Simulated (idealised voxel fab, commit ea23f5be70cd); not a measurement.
process module | voxel double patterning
cross-section cut | 200 nm wide | cells 5 nm
A cross-section is a grid of square cells, given in bands from the top down. A band is one or more rows of cells.
Each band's line starts with the height of the band's top and of its bottom, in nm. Then come its materials from left to right, each with its width in nm. One material with "throughout" fills the band from edge to edge. "air" is empty space.
Height 0 is the level under which the wafer as received is all one material. The lowest band goes on downwards, as in "0 down".
A width such as "30 to 40" changes by the same amount from each row of cells to the next, from the band's top row to its bottom row.
"no change" after a step means that no cell of the cross-section changed.
closed voids: empty space of 8 cells or more with no open way to the top, each as width x height at its distance from the left edge, in nm
after a step's settings: what the simulator itself notes on the step
overlay nm, on a step with a mask: how far to the right of its planned place the mask lay; to the left if negative
plan
1 op RECEIVE | material Si
2 op CONFORMAL_DEP | material SiN | thk nm 5
3 op DIRECTIONAL_DEP | material SiO2 | thk nm 20
4 op DIRECTIONAL_DEP | material SiCN | thk nm 10
5 op DIRECTIONAL_DEP | material aC | thk nm 10
6 op PATTERN | tone open | mask id FIRST | material resist | width nm 15 | pitch nm 50 | thk nm 30 | overlay nm 0
7 op DIRECTIONAL_ETCH | etch materials aC | depth nm 10
8 op STRIP | etch materials resist
9 op DIRECTIONAL_ETCH | etch materials SiCN | depth nm 10
10 op STRIP | etch materials aC
11 op MASKED_ETCH | tone open | mask id SECOND | width nm 15 | etch materials SiCN | depth nm 10 | overlay nm 0
12 op DIRECTIONAL_ETCH | etch materials SiO2 | depth nm 20
13 op STRIP | etch materials SiCN
as received, after step 1
  0 down: Si throughout
  closed voids: none
a wafer at the end: this start, this plan, one mistake
  25 to 5: SiO2 60 | air 15 | SiO2 15 | air 15 | SiO2 5 | air 15 | SiO2 75
  5 to 0: SiN throughout
  0 down: Si throughout
  closed voids: none
what went wrong: step 6 ran as: op PATTERN | tone open | mask id FIRST | material resist | width nm 15 | pitch nm 50 | thk nm 30 | overlay nm -5
